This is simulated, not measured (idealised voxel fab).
Documented hereafter: the process module known as voxel lift off.
Cross-section cut: width 285 nm, square cells of 5 nm.
A cross-section is a grid of square cells, given in bands from the top down. A band is one or more rows of cells. Heights first: top, then bottom, in nm. Then materials, left to right, each with a width in nm. "throughout" on a single material: fills the band edge to edge. "empty": empty space. Beneath 0, the wafer as received is one material, and that level is where height counting begins. The lowest band goes on downward without a bottom; it is written like "0 down". Width spec "30->40" -> top row of cells at first value, bottom row at second value, equal per-row change in between. Any step labelled "no change occurred" changed none of the cells in the cross-section. Entry "Completely enclosed voids". Content: empty spaces with no open connection to the top, size 8 cells or greater. Each: width x height at distance. Distance: from left edge. Unit: nm. It should be noted that, on the line of a given step, the content following the step's settings is a remark produced by the simulator itself with respect to that step. overlay nm: how far to the right of its planned place the mask lay on this masked step (negative: to the left).
**These are the steps we planned for the process**
1) RECEIVE with material Si
2) CONFORMAL_DEP with material SiO2, thk nm 15
3) PATTERN with tone open, mask id LINES, material resist, width nm 25, pitch nm 40, thk nm 20, overlay nm 0
4) DIRECTIONAL_DEP with material Ru, thk nm 10
5) STRIP with etch materials resist
6) CONFORMAL_DEP with material SiN, thk nm 10
**As-received state of the wafer in cross-section, equivalent to post-step 1**
0 down  Si throughout
Completely enclosed voids: none
**Sectioned view, first of two wafers, at the close of the module, processed as intended in the plan**
35 to 25  empty 100; SiN 85; empty 100
25 to 15  SiN 110; Ru 25; SiN 15; Ru 25; SiN 110
15 to 0  SiO2 throughout
0 down  Si throughout
Completely enclosed voids: none
**Here's the second of our two wafers sectioned at module end. Same start as the first, same plan, but one mistake got made running it**
35 to 25  SiN 120; empty 5; SiN 35; empty 5; SiN 120
25 to 15  Ru 110; SiN 25; Ru 15; SiN 25; Ru 110
15 to 0  SiO2 throughout
0 down  Si throughout
Completely enclosed voids: none
Plan not followed: step 3 did not happen as planned, as run it was PATTERN with tone cover, mask id LINES, material resist, width nm 25, pitch nm 40, thk nm 20, overlay nm 0
Bottom line after processing is that, in cells, the second wafer is up or down on some materials versus the first: +74 Ru; +2 SiN
